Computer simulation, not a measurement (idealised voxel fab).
The name of this process module is voxel capacitor over wiring.
This is section cut - it's 185 nm across, gridded in 5 nm square cells.
Cross-section, as written here: a square-cell grid given band by band from the top down, where a band holds one or more rows of cells. Quick guide to a band line: top height, bottom height (nm) up front; then every material left to right with its width in nm. Only one material and it's marked "full width"? Then it fills the band edge to edge. And "blank" just means empty space. Height datum 0, below which the as-received substrate wafer is one material. Lowest band open at the bottom, running downward: "0 down". It should be noted that a width expressed as "30..40" varies in equal increments from row to row of cells within the band, taking the value of the first number at the top row and that of the second number at the bottom row. Step marked "all unchanged"? Then no cell in the cross-section changed in it. "Sealed void listing" lists enclosed empty spaces (at least 8 cells, no open path upward to the top), each as width x height at distance from the left edge, in nm. What comes after the settings on a step's line is commentary from the simulator itself on that step. overlay nm: where the mask lay relative to plan, measured to the right, on steps with a mask; negatives go left.
## The steps planned for the process are as follows
1,RECEIVE with material Si
2,CONFORMAL_DEP with material SiO2, thk nm 15
3,DIRECTIONAL_DEP with material TiN, thk nm 5
4,DIRECTIONAL_DEP with material Ru, thk nm 15
5,MASKED_ETCH with tone cover, mask id METAL_1, width nm 30, pitch nm 100, etch materials Ru, depth nm 15, overlay nm 0
6,MASKED_ETCH with tone cover, mask id METAL_1, width nm 30, pitch nm 100, etch materials TiN, depth nm 5, overlay nm 0
7,FILL_DEP with material SiO2, thk nm 5
8,CMP with height nm 35
9,CONFORMAL_DEP with material SiCN, thk nm 5
10,DIRECTIONAL_DEP with material lowk, thk nm 15
11,DIRECTIONAL_DEP with material aC, thk nm 15
12,PATTERN with tone open, mask id PLUG_1, material resist, width nm 15, thk nm 35, overlay nm 0
13,DIRECTIONAL_ETCH with etch materials aC, depth nm 15
14,STRIP with etch materials resist
15,DIRECTIONAL_ETCH with etch materials lowk, depth nm 15
16,DIRECTIONAL_ETCH with etch materials SiCN, depth nm 5
17,STRIP with etch materials aC
18,CONFORMAL_DEP with material TiN, thk nm 5
19,FILL_DEP with material Cu, thk nm 5
20,CMP with height nm 55
21,DIRECTIONAL_DEP with material TiN, thk nm 10
22,DIRECTIONAL_DEP with material HfO2, thk nm 5
23,DIRECTIONAL_DEP with material TiN, thk nm 5
24,DIRECTIONAL_DEP with material aC, thk nm 10
25,PATTERN with tone cover, mask id UPPER_PLATE, material resist, width nm 75, thk nm 30, overlay nm 0
26,DIRECTIONAL_ETCH with etch materials aC, depth nm 10
27,STRIP with etch materials resist
28,DIRECTIONAL_ETCH with etch materials TiN, depth nm 5
29,DIRECTIONAL_ETCH with etch materials HfO2, depth nm 5
30,STRIP with etch materials aC
31,DIRECTIONAL_DEP with material aC, thk nm 15
32,PATTERN with tone cover, mask id LOWER_PLATE, material resist, width nm 85, thk nm 30, overlay nm 0
33,DIRECTIONAL_ETCH with etch materials aC, depth nm 15
34,STRIP with etch materials resist
35,DIRECTIONAL_ETCH with etch materials TiN, depth nm 10
36,STRIP with etch materials aC
37,FILL_DEP with material SiO2, thk nm 20
38,CMP with height nm 90
39,MASKED_ETCH with tone open, mask id PLUG_2, width nm 15, etch materials SiO2, depth nm 15, overlay nm 0
40,CONFORMAL_DEP with material TiN, thk nm 5
41,FILL_DEP with material Ru, thk nm 5
42,CMP with height nm 90
43,CONFORMAL_DEP with material SiCN, thk nm 5
## Incoming wafer in cross-section (state: after step 1)
    0 down = Si full width
    Sealed void listing: none
## First of two wafers at the end of the module, shown in cross-section; run carried out as planned
    95 to 90 = SiCN full width
    90 to 80 = SiO2=50 / TiN=5 / Ru=5 / TiN=5 / SiO2=120
    80 to 70 = SiO2=50..40 / TiN=15..75 / SiO2=120..70
    70 to 65 = SiO2=40 / HfO2=75 / SiO2=70
    65 to 55 = SiO2=35 / TiN=85 / SiO2=65
    55 to 40 = lowk=40 / TiN=5 / Cu=5 / TiN=5 / lowk=130
    40 to 35 = SiCN=40 / TiN=15 / SiCN=130
    35 to 20 = SiO2=25 / Ru=30 / SiO2=70 / Ru=30 / SiO2=30
    20 to 15 = SiO2=25 / TiN=30 / SiO2=70 / TiN=30 / SiO2=30
    15 to 0 = SiO2 full width
    0 down = Si full width
    Sealed void listing: none
## Second of two wafers, module complete, sectioned: it shares the first wafer's start and plan but was run with one mistake
    95 to 90 = SiCN full width
    90 to 80 = SiO2=50 / TiN=5 / Ru=5 / TiN=5 / SiO2=120
    80 to 70 = SiO2=50..40 / TiN=15..75 / SiO2=120..70
    70 to 65 = SiO2=40 / HfO2=75 / SiO2=70
    65 to 55 = SiO2=35 / TiN=85 / SiO2=65
    55 to 40 = lowk=40 / TiN=5 / Cu=5 / TiN=5 / lowk=130
    40 to 35 = SiCN=40 / TiN=15 / SiCN=130
    35 to 30 = SiO2=25 / TiN=30 / SiO2=70 / TiN=30 / SiO2=30
    30 to 0 = SiO2 full width
    0 down = Si full width
    Sealed void listing: none
In executing the process, a mistake was made relative to the plan: plan step 2 ran twice
The final cell counts differ between the wafers, with the second having more or fewer of some materials than the first: 36 fewer of Ru | 36 more of SiO2
